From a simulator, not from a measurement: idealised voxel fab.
You're looking at the process module voxel gate over fins.
Xsec cut, 255 nm wide, square cell size 5 nm.
Reading order for cross-sections: top band down to bottom band. Underlying form: a grid of square cells. Band size: one or more rows of cells.
Look at the band entry: it leads with the top's height and the bottom's height in nm. Then it lists the materials left to right, with a width in nm for each. The word "all across" on a single material says that material fills the band edge to edge. The word "air" is empty space.
Heights are expressed relative to 0, this being the level below which the as-received wafer comprises one material exclusively. The lowest band is unbounded in the downward direction and is denoted as in "0 and below".
Width "30 to 40": first value at the band's top row of cells, second value at its bottom row, equal change from row to row.
Basically "nothing got changed" means that step didn't change any cell in the cross-section.
"Voids, sealed" contains a list of empty spaces, each no smaller than 8 cells and without an open way to the top, written in the form width x height at distance with the distance from the left edge and all three in nm.
Step line, after settings: the simulator's comment on this step.
overlay nm: right-of-plan distance of the mask on a masked step; negative values mean left-of-plan.

### Steps planned for the process
1 RECEIVE: material Si
2 CONFORMAL_DEP: material SiN, thk nm 5
3 PATTERN: tone cover, mask id FINS, material resist, width nm 15, pitch nm 35, thk nm 20, overlay nm 0
4 DIRECTIONAL_ETCH: etch materials SiN, depth nm 5
5 DIRECTIONAL_ETCH: etch materials Si, depth nm 40
6 STRIP: etch materials resist
7 OXIDIZE: depth nm 5
8 FILL_DEP: material SiO2, thk nm 10
9 CMP: height nm 5
10 SELECTIVE_ETCH: etch materials SiO2, depth nm 15
11 STRIP: etch materials SiN
12 CONFORMAL_DEP: material HfO2, thk nm 5
13 CONFORMAL_DEP: material TiN, thk nm 5
14 CONFORMAL_DEP: material TiAl, thk nm 5
15 CONFORMAL_DEP: material TiN, thk nm 5
16 FILL_DEP: material W, thk nm 15
17 CMP: height nm 30
18 CONFORMAL_DEP: material SiCN, thk nm 10

### Below: the first of two wafers, run as planned

### So this is the incoming wafer in cross-section - it's already been through step 1
0 and below = Si all across
Voids, sealed: none

### So this is the wafer cross-section right after step 2
5 down to 0 = SiN all across
Below 0, no change.

### So this is the wafer cross-section right after step 3
25 down to 5 = air 65 nm  resist 15 nm  air 20 nm  resist 15 nm  air 20 nm  resist 15 nm  air 20 nm  resist 15 nm  air 70 nm
Below 5, no change.

### So this is the wafer cross-section right after step 4
25 down to 5 = air 65 nm  resist 15 nm  air 20 nm  resist 15 nm  air 20 nm  resist 15 nm  air 20 nm  resist 15 nm  air 70 nm
5 down to 0 = air 65 nm  SiN 15 nm  air 20 nm  SiN 15 nm  air 20 nm  SiN 15 nm  air 20 nm  SiN 15 nm  air 70 nm
Below 0, no change.

### So this is the wafer cross-section right after step 5
25 down to 5 = air 65 nm  resist 15 nm  air 20 nm  resist 15 nm  air 20 nm  resist 15 nm  air 20 nm  resist 15 nm  air 70 nm
5 down to 0 = air 65 nm  SiN 15 nm  air 20 nm  SiN 15 nm  air 20 nm  SiN 15 nm  air 20 nm  SiN 15 nm  air 70 nm
0 down to -40 = air 65 nm  Si 15 nm  air 20 nm  Si 15 nm  air 20 nm  Si 15 nm  air 20 nm  Si 15 nm  air 70 nm
Below -40, no change.

### So this is the wafer cross-section right after step 6
5 down to 0 = air 65 nm  SiN 15 nm  air 20 nm  SiN 15 nm  air 20 nm  SiN 15 nm  air 20 nm  SiN 15 nm  air 70 nm
Below 0, no change.

### So this is the wafer cross-section right after step 7
5 down to 0 = air 65 nm  SiN 15 nm  air 20 nm  SiN 15 nm  air 20 nm  SiN 15 nm  air 20 nm  SiN 15 nm  air 70 nm
0 down to -40 = air 65 nm  SiO2 5 nm  Si 5 nm  SiO2 5 nm  air 20 nm  SiO2 5 nm  Si 5 nm  SiO2 5 nm  air 20 nm  SiO2 5 nm  Si 5 nm  SiO2 5 nm  air 20 nm  SiO2 5 nm  Si 5 nm  SiO2 5 nm  air 70 nm
-40 down to -45 = SiO2 70 nm  Si 5 nm  SiO2 30 nm  Si 5 nm  SiO2 30 nm  Si 5 nm  SiO2 30 nm  Si 5 nm  SiO2 75 nm
Below -45, no change.

### So this is the wafer cross-section right after step 8
15 down to 5 = SiO2 all across
5 down to 0 = SiO2 65 nm  SiN 15 nm  SiO2 20 nm  SiN 15 nm  SiO2 20 nm  SiN 15 nm  SiO2 20 nm  SiN 15 nm  SiO2 70 nm
0 down to -45 = SiO2 70 nm  Si 5 nm  SiO2 30 nm  Si 5 nm  SiO2 30 nm  Si 5 nm  SiO2 30 nm  Si 5 nm  SiO2 75 nm
Below -45, no change.

### So this is the wafer cross-section right after step 9
5 down to 0 = SiO2 65 nm  SiN 15 nm  SiO2 20 nm  SiN 15 nm  SiO2 20 nm  SiN 15 nm  SiO2 20 nm  SiN 15 nm  SiO2 70 nm
Below 0, no change.

### So this is the wafer cross-section right after step 10
5 down to 0 = air 65 nm  SiN 15 nm  air 20 nm  SiN 15 nm  air 20 nm  SiN 15 nm  air 20 nm  SiN 15 nm  air 70 nm
0 down to -10 = air 70 nm  Si 5 nm  air 30 nm  Si 5 nm  air 30 nm  Si 5 nm  air 30 nm  Si 5 nm  air 75 nm
Below -10, no change.

### So this is the wafer cross-section right after step 11
0 down to -10 = air 70 nm  Si 5 nm  air 30 nm  Si 5 nm  air 30 nm  Si 5 nm  air 30 nm  Si 5 nm  air 75 nm
Below -10, no change.

### So this is the wafer cross-section right after step 12
5 down to 0 = air 65 nm  HfO2 15 nm  air 20 nm  HfO2 15 nm  air 20 nm  HfO2 15 nm  air 20 nm  HfO2 15 nm  air 70 nm
0 down to -5 = air 65 nm  HfO2 5 nm  Si 5 nm  HfO2 5 nm  air 20 nm  HfO2 5 nm  Si 5 nm  HfO2 5 nm  air 20 nm  HfO2 5 nm  Si 5 nm  HfO2 5 nm  air 20 nm  HfO2 5 nm  Si 5 nm  HfO2 5 nm  air 70 nm
-5 down to -10 = HfO2 70 nm  Si 5 nm  HfO2 30 nm  Si 5 nm  HfO2 30 nm  Si 5 nm  HfO2 30 nm  Si 5 nm  HfO2 75 nm
Below -10, no change.

### So this is the wafer cross-section right after step 13
10 down to 5 = air 60 nm  TiN 25 nm  air 10 nm  TiN 25 nm  air 10 nm  TiN 25 nm  air 10 nm  TiN 25 nm  air 65 nm
5 down to 0 = air 60 nm  TiN 5 nm  HfO2 15 nm  TiN 5 nm  air 10 nm  TiN 5 nm  HfO2 15 nm  TiN 5 nm  air 10 nm  TiN 5 nm  HfO2 15 nm  TiN 5 nm  air 10 nm  TiN 5 nm  HfO2 15 nm  TiN 5 nm  air 65 nm
0 down to -5 = TiN 65 nm  HfO2 5 nm  Si 5 nm  HfO2 5 nm  TiN 20 nm  HfO2 5 nm  Si 5 nm  HfO2 5 nm  TiN 20 nm  HfO2 5 nm  Si 5 nm  HfO2 5 nm  TiN 20 nm  HfO2 5 nm  Si 5 nm  HfO2 5 nm  TiN 70 nm
Below -5, no change.

### So this is the wafer cross-section right after step 14
15 down to 10 = air 55 nm  TiAl 140 nm  air 60 nm
10 down to 5 = air 55 nm  TiAl 5 nm  TiN 25 nm  TiAl 10 nm  TiN 25 nm  TiAl 10 nm  TiN 25 nm  TiAl 10 nm  TiN 25 nm  TiAl 5 nm  air 60 nm
5 down to 0 = TiAl 60 nm  TiN 5 nm  HfO2 15 nm  TiN 5 nm  TiAl 10 nm  TiN 5 nm  HfO2 15 nm  TiN 5 nm  TiAl 10 nm  TiN 5 nm  HfO2 15 nm  TiN 5 nm  TiAl 10 nm  TiN 5 nm  HfO2 15 nm  TiN 5 nm  TiAl 65 nm
Below 0, no change.

### So this is the wafer cross-section right after step 15
20 down to 15 = air 50 nm  TiN 150 nm  air 55 nm
15 down to 10 = air 50 nm  TiN 5 nm  TiAl 140 nm  TiN 5 nm  air 55 nm
10 down to 5 = TiN 55 nm  TiAl 5 nm  TiN 25 nm  TiAl 10 nm  TiN 25 nm  TiAl 10 nm  TiN 25 nm  TiAl 10 nm  TiN 25 nm  TiAl 5 nm  TiN 60 nm
Below 5, no change.

### So this is the wafer cross-section right after step 16
35 down to 20 = W all across
20 down to 15 = W 50 nm  TiN 150 nm  W 55 nm
15 down to 10 = W 50 nm  TiN 5 nm  TiAl 140 nm  TiN 5 nm  W 55 nm
Below 10, no change.

### So this is the wafer cross-section right after step 17
30 down to 20 = W all across
Below 20, no change.

### So this is the wafer cross-section right after step 18
40 down to 30 = SiCN all across
Below 30, no change.

### For the second wafer, take the first wafer's start and plan, then add one mistake made in running it; everything through step 4, that step included, is shared with the first

### The second wafer cut through, at the time step 5 was supposed to be finished
25 down to 5 = air 65 nm  resist 15 nm  air 20 nm  resist 15 nm  air 20 nm  resist 15 nm  air 20 nm  resist 15 nm  air 70 nm
5 down to 0 = air 65 nm  SiN 15 nm  air 20 nm  SiN 15 nm  air 20 nm  SiN 15 nm  air 20 nm  SiN 15 nm  air 70 nm
0 down to -35 = air 65 nm  Si 15 nm  air 20 nm  Si 15 nm  air 20 nm  Si 15 nm  air 20 nm  Si 15 nm  air 70 nm
Below -35, no change.

### The second wafer cut through, at the time step 6 was supposed to be finished
5 down to 0 = air 65 nm  SiN 15 nm  air 20 nm  SiN 15 nm  air 20 nm  SiN 15 nm  air 20 nm  SiN 15 nm  air 70 nm
Below 0, no change.

### The second wafer cut through, at the time step 7 was supposed to be finished
5 down to 0 = air 65 nm  SiN 15 nm  air 20 nm  SiN 15 nm  air 20 nm  SiN 15 nm  air 20 nm  SiN 15 nm  air 70 nm
0 down to -35 = air 65 nm  SiO2 5 nm  Si 5 nm  SiO2 5 nm  air 20 nm  SiO2 5 nm  Si 5 nm  SiO2 5 nm  air 20 nm  SiO2 5 nm  Si 5 nm  SiO2 5 nm  air 20 nm  SiO2 5 nm  Si 5 nm  SiO2 5 nm  air 70 nm
-35 down to -40 = SiO2 70 nm  Si 5 nm  SiO2 30 nm  Si 5 nm  SiO2 30 nm  Si 5 nm  SiO2 30 nm  Si 5 nm  SiO2 75 nm
Below -40, no change.

### The second wafer cut through, at the time step 8 was supposed to be finished
15 down to 5 = SiO2 all across
5 down to 0 = SiO2 65 nm  SiN 15 nm  SiO2 20 nm  SiN 15 nm  SiO2 20 nm  SiN 15 nm  SiO2 20 nm  SiN 15 nm  SiO2 70 nm
0 down to -40 = SiO2 70 nm  Si 5 nm  SiO2 30 nm  Si 5 nm  SiO2 30 nm  Si 5 nm  SiO2 30 nm  Si 5 nm  SiO2 75 nm
Below -40, no change.

### The second wafer cut through, at the time step 9 was supposed to be finished
5 down to 0 = SiO2 65 nm  SiN 15 nm  SiO2 20 nm  SiN 15 nm  SiO2 20 nm  SiN 15 nm  SiO2 20 nm  SiN 15 nm  SiO2 70 nm
Below 0, no change.

### The second wafer cut through, at the time step 10 was supposed to be finished
5 down to 0 = air 65 nm  SiN 15 nm  air 20 nm  SiN 15 nm  air 20 nm  SiN 15 nm  air 20 nm  SiN 15 nm  air 70 nm
0 down to -10 = air 70 nm  Si 5 nm  air 30 nm  Si 5 nm  air 30 nm  Si 5 nm  air 30 nm  Si 5 nm  air 75 nm
Below -10, no change.

### The second wafer cut through, at the time step 11 was supposed to be finished
0 down to -10 = air 70 nm  Si 5 nm  air 30 nm  Si 5 nm  air 30 nm  Si 5 nm  air 30 nm  Si 5 nm  air 75 nm
Below -10, no change.

### The second wafer cut through, at the time step 12 was supposed to be finished
5 down to 0 = air 65 nm  HfO2 15 nm  air 20 nm  HfO2 15 nm  air 20 nm  HfO2 15 nm  air 20 nm  HfO2 15 nm  air 70 nm
0 down to -5 = air 65 nm  HfO2 5 nm  Si 5 nm  HfO2 5 nm  air 20 nm  HfO2 5 nm  Si 5 nm  HfO2 5 nm  air 20 nm  HfO2 5 nm  Si 5 nm  HfO2 5 nm  air 20 nm  HfO2 5 nm  Si 5 nm  HfO2 5 nm  air 70 nm
-5 down to -10 = HfO2 70 nm  Si 5 nm  HfO2 30 nm  Si 5 nm  HfO2 30 nm  Si 5 nm  HfO2 30 nm  Si 5 nm  HfO2 75 nm
Below -10, no change.

### The second wafer cut through, at the time step 13 was supposed to be finished
10 down to 5 = air 60 nm  TiN 25 nm  air 10 nm  TiN 25 nm  air 10 nm  TiN 25 nm  air 10 nm  TiN 25 nm  air 65 nm
5 down to 0 = air 60 nm  TiN 5 nm  HfO2 15 nm  TiN 5 nm  air 10 nm  TiN 5 nm  HfO2 15 nm  TiN 5 nm  air 10 nm  TiN 5 nm  HfO2 15 nm  TiN 5 nm  air 10 nm  TiN 5 nm  HfO2 15 nm  TiN 5 nm  air 65 nm
0 down to -5 = TiN 65 nm  HfO2 5 nm  Si 5 nm  HfO2 5 nm  TiN 20 nm  HfO2 5 nm  Si 5 nm  HfO2 5 nm  TiN 20 nm  HfO2 5 nm  Si 5 nm  HfO2 5 nm  TiN 20 nm  HfO2 5 nm  Si 5 nm  HfO2 5 nm  TiN 70 nm
Below -5, no change.

### The second wafer cut through, at the time step 14 was supposed to be finished
15 down to 10 = air 55 nm  TiAl 140 nm  air 60 nm
10 down to 5 = air 55 nm  TiAl 5 nm  TiN 25 nm  TiAl 10 nm  TiN 25 nm  TiAl 10 nm  TiN 25 nm  TiAl 10 nm  TiN 25 nm  TiAl 5 nm  air 60 nm
5 down to 0 = TiAl 60 nm  TiN 5 nm  HfO2 15 nm  TiN 5 nm  TiAl 10 nm  TiN 5 nm  HfO2 15 nm  TiN 5 nm  TiAl 10 nm  TiN 5 nm  HfO2 15 nm  TiN 5 nm  TiAl 10 nm  TiN 5 nm  HfO2 15 nm  TiN 5 nm  TiAl 65 nm
Below 0, no change.

### The second wafer cut through, at the time step 15 was supposed to be finished
20 down to 15 = air 50 nm  TiN 150 nm  air 55 nm
15 down to 10 = air 50 nm  TiN 5 nm  TiAl 140 nm  TiN 5 nm  air 55 nm
10 down to 5 = TiN 55 nm  TiAl 5 nm  TiN 25 nm  TiAl 10 nm  TiN 25 nm  TiAl 10 nm  TiN 25 nm  TiAl 10 nm  TiN 25 nm  TiAl 5 nm  TiN 60 nm
Below 5, no change.

### The second wafer cut through, at the time step 16 was supposed to be finished
35 down to 20 = W all across
20 down to 15 = W 50 nm  TiN 150 nm  W 55 nm
15 down to 10 = W 50 nm  TiN 5 nm  TiAl 140 nm  TiN 5 nm  W 55 nm
Below 10, no change.

### The second wafer cut through, at the time step 17 was supposed to be finished
30 down to 20 = W all across
Below 20, no change.

### The second wafer cut through, at the time step 18 was supposed to be finished
40 down to 30 = SiCN all across
Below 30, no change.
The mistake made against the process plan was this: step 5 ran as: DIRECTIONAL_ETCH: etch materials Si, depth nm 35
Final cells, second wafer relative to first, materials higher or lower: Si: 47 more; SiO2: 47 fewer
